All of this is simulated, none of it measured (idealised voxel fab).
You're looking at the process module voxel gate over fins.
This is section cut - it's 240 nm across, gridded in 5 nm square cells.
Cross-section format: a grid of square cells, given as bands from top to bottom; each band is one or more rows of cells. This entry defines a band. It first specifies the height of the band's top and the height of its bottom in nm, and then specifies the band's materials from left to right, stating each material with its width in nm. The word "all across" identifies a single material that fills the band from edge to edge, while the word "blank" identifies empty space. Below 0: as-received wafer, all one material; heights counted from there. Lowest band: no bottom, goes on down, written "0..down". So if you see something like "30..40" for the width, read it as the top row of the band sitting at the first number and the bottom row at the second, with every row in between moving by the same amount as the last. Take "no modifications" at face value: in the step it is given for, the cross-section changed in none of its cells. Heads up: "Enclosed voids" only lists the empty pockets with no open path to the top that are 8 cells or more, and it writes them as width x height at distance, distance from the left edge, in nm. Step line, after settings: the simulator's comment on this step. For masked steps, "overlay nm" on the step line gives how far right of plan the mask actually lay; a minus sign means it lay to the left.
Process steps foreseen in the plan:
- 1: RECEIVE | material Si
- 2: CONFORMAL_DEP | material SiN | thk nm 5
- 3: MASKED_ETCH | tone cover | mask id FINS | width nm 15 | pitch nm 40 | etch materials SiN | depth nm 5 | overlay nm 0
- 4: MASKED_ETCH | tone cover | mask id FINS | width nm 15 | pitch nm 40 | etch materials Si | depth nm 40 | overlay nm 0
- 5: FILL_DEP | material SiO2 | thk nm 10
- 6: CMP | height nm 5
- 7: SELECTIVE_ETCH | etch materials SiO2 | depth nm 20
- 8: STRIP | etch materials SiN
- 9: CONFORMAL_DEP | material HfO2 | thk nm 5
- 10: CONFORMAL_DEP | material TiN | thk nm 5
- 11: CONFORMAL_DEP | material TiAl | thk nm 5
- 12: CONFORMAL_DEP | material TiN | thk nm 5
- 13: FILL_DEP | material W | thk nm 10
- 14: CMP | height nm 25
- 15: CONFORMAL_DEP | material SiN | thk nm 5
Wafers differ in width nm at step 4; plan lists the first wafer's value; identical starting state.
Sectional view: first of several wafers, as received, after step 1:
- 0..down: Si all across
- Enclosed voids: none
Below: a row per wafer. Contents at end of module: for every material, cells gained since receipt (+) or lost since receipt (-); then closed voids:
width nm 15, +72 HfO2, -288 Si, +48 SiN, +180 SiO2, +63 TiAl, +126 TiN, +87 W, Enclosed voids: none
width nm 20, +72 HfO2, -256 Si, +48 SiN, +160 SiO2, +54 TiAl, +126 TiN, +84 W, Enclosed voids: none
width nm 25, +72 HfO2, -224 Si, +48 SiN, +140 SiO2, +54 TiAl, +117 TiN, +81 W, Enclosed voids: none
